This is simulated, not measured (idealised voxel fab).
process module | voxel gate over fins
cross-section cut | 265 nm wide | cells 5 nm
A cross-section is a grid of square cells, given in bands from the top down. A band is one or more rows of cells.
Each band's line starts with the height of the band's top and of its bottom, in nm. Then come its materials from left to right, each with its width in nm. One material with "throughout" fills the band from edge to edge. "air" is empty space.
Height 0 is the level under which the wafer as received is all one material. The lowest band goes on downwards, as in "0 down".
A width such as "30 to 40" changes by the same amount from each row of cells to the next, from the band's top row to its bottom row.
"no change" after a step means that no cell of the cross-section changed.
closed voids: empty space of 8 cells or more with no open way to the top, each as width x height at its distance from the left edge, in nm
after a step's settings: what the simulator itself notes on the step
overlay nm, on a step with a mask: how far to the right of its planned place the mask lay; to the left if negative
plan
1 op RECEIVE | material Si
2 op CONFORMAL_DEP | material SiN | thk nm 10
3 op MASKED_ETCH | tone cover | mask id FINS | width nm 15 | pitch nm 40 | etch materials SiN | depth nm 10 | overlay nm 0
4 op MASKED_ETCH | tone cover | mask id FINS | width nm 15 | pitch nm 40 | etch materials Si | depth nm 35 | overlay nm 0
5 op FILL_DEP | material SiO2 | thk nm 5
6 op CMP | height nm 10
7 op SELECTIVE_ETCH | etch materials SiO2 | depth nm 20
8 op STRIP | etch materials SiN
9 op CONFORMAL_DEP | material HfO2 | thk nm 5
10 op CONFORMAL_DEP | material TiN | thk nm 5
11 op FILL_DEP | material W | thk nm 10
12 op CMP | height nm 15
13 op CONFORMAL_DEP | material SiCN | thk nm 5
first wafer, as planned
as received, after step 1
  0 down: Si throughout
  closed voids: none
after step 2
  10 to 0: SiN throughout
  below 0: unchanged
after step 3
  10 to 0: air 65 | SiN 15 | air 25 | SiN 15 | air 25 | SiN 15 | air 25 | SiN 15 | air 65
  below 0: unchanged
after step 4
  10 to 0: air 65 | SiN 15 | air 25 | SiN 15 | air 25 | SiN 15 | air 25 | SiN 15 | air 65
  0 to -35: air 65 | Si 15 | air 25 | Si 15 | air 25 | Si 15 | air 25 | Si 15 | air 65
  below -35: unchanged
after step 5
  15 to 10: SiO2 throughout
  10 to 0: SiO2 65 | SiN 15 | SiO2 25 | SiN 15 | SiO2 25 | SiN 15 | SiO2 25 | SiN 15 | SiO2 65
  0 to -35: SiO2 65 | Si 15 | SiO2 25 | Si 15 | SiO2 25 | Si 15 | SiO2 25 | Si 15 | SiO2 65
  below -35: unchanged
after step 6
  10 to 0: SiO2 65 | SiN 15 | SiO2 25 | SiN 15 | SiO2 25 | SiN 15 | SiO2 25 | SiN 15 | SiO2 65
  below 0: unchanged
after step 7
  10 to 0: air 65 | SiN 15 | air 25 | SiN 15 | air 25 | SiN 15 | air 25 | SiN 15 | air 65
  0 to -10: air 65 | Si 15 | air 25 | Si 15 | air 25 | Si 15 | air 25 | Si 15 | air 65
  below -10: unchanged
after step 8
  0 to -10: air 65 | Si 15 | air 25 | Si 15 | air 25 | Si 15 | air 25 | Si 15 | air 65
  below -10: unchanged
after step 9
  5 to 0: air 60 | HfO2 25 | air 15 | HfO2 25 | air 15 | HfO2 25 | air 15 | HfO2 25 | air 60
  0 to -5: air 60 | HfO2 5 | Si 15 | HfO2 5 | air 15 | HfO2 5 | Si 15 | HfO2 5 | air 15 | HfO2 5 | Si 15 | HfO2 5 | air 15 | HfO2 5 | Si 15 | HfO2 5 | air 60
  -5 to -10: HfO2 65 | Si 15 | HfO2 25 | Si 15 | HfO2 25 | Si 15 | HfO2 25 | Si 15 | HfO2 65
  below -10: unchanged
after step 10
  10 to 5: air 55 | TiN 35 | air 5 | TiN 35 | air 5 | TiN 35 | air 5 | TiN 35 | air 55
  5 to 0: air 55 | TiN 5 | HfO2 25 | TiN 5 | air 5 | TiN 5 | HfO2 25 | TiN 5 | air 5 | TiN 5 | HfO2 25 | TiN 5 | air 5 | TiN 5 | HfO2 25 | TiN 5 | air 55
  0 to -5: TiN 60 | HfO2 5 | Si 15 | HfO2 5 | TiN 15 | HfO2 5 | Si 15 | HfO2 5 | TiN 15 | HfO2 5 | Si 15 | HfO2 5 | TiN 15 | HfO2 5 | Si 15 | HfO2 5 | TiN 60
  below -5: unchanged
after step 11
  20 to 10: W throughout
  10 to 5: W 55 | TiN 35 | W 5 | TiN 35 | W 5 | TiN 35 | W 5 | TiN 35 | W 55
  5 to 0: W 55 | TiN 5 | HfO2 25 | TiN 5 | W 5 | TiN 5 | HfO2 25 | TiN 5 | W 5 | TiN 5 | HfO2 25 | TiN 5 | W 5 | TiN 5 | HfO2 25 | TiN 5 | W 55
  below 0: unchanged
after step 12
  15 to 10: W throughout
  below 10: unchanged
after step 13
  20 to 15: SiCN throughout
  below 15: unchanged
second wafer: like start, like plan, one mistake. Through step 8 it matches the first wafer
when step 9 should have ended: no change
when step 10 should have ended
  5 to 0: air 60 | TiN 25 | air 15 | TiN 25 | air 15 | TiN 25 | air 15 | TiN 25 | air 60
  0 to -5: air 60 | TiN 5 | Si 15 | TiN 5 | air 15 | TiN 5 | Si 15 | TiN 5 | air 15 | TiN 5 | Si 15 | TiN 5 | air 15 | TiN 5 | Si 15 | TiN 5 | air 60
  -5 to -10: TiN 65 | Si 15 | TiN 25 | Si 15 | TiN 25 | Si 15 | TiN 25 | Si 15 | TiN 65
  below -10: unchanged
when step 11 should have ended
  15 to 5: W throughout
  5 to 0: W 60 | TiN 25 | W 15 | TiN 25 | W 15 | TiN 25 | W 15 | TiN 25 | W 60
  0 to -5: W 60 | TiN 5 | Si 15 | TiN 5 | W 15 | TiN 5 | Si 15 | TiN 5 | W 15 | TiN 5 | Si 15 | TiN 5 | W 15 | TiN 5 | Si 15 | TiN 5 | W 60
  below -5: unchanged
when step 12 should have ended: no change
when step 13 should have ended
  20 to 15: SiCN throughout
  below 15: unchanged
what went wrong: step 9 was left out
at the end the second wafer has, in cells: 69 fewer of HfO2 | 69 more of W
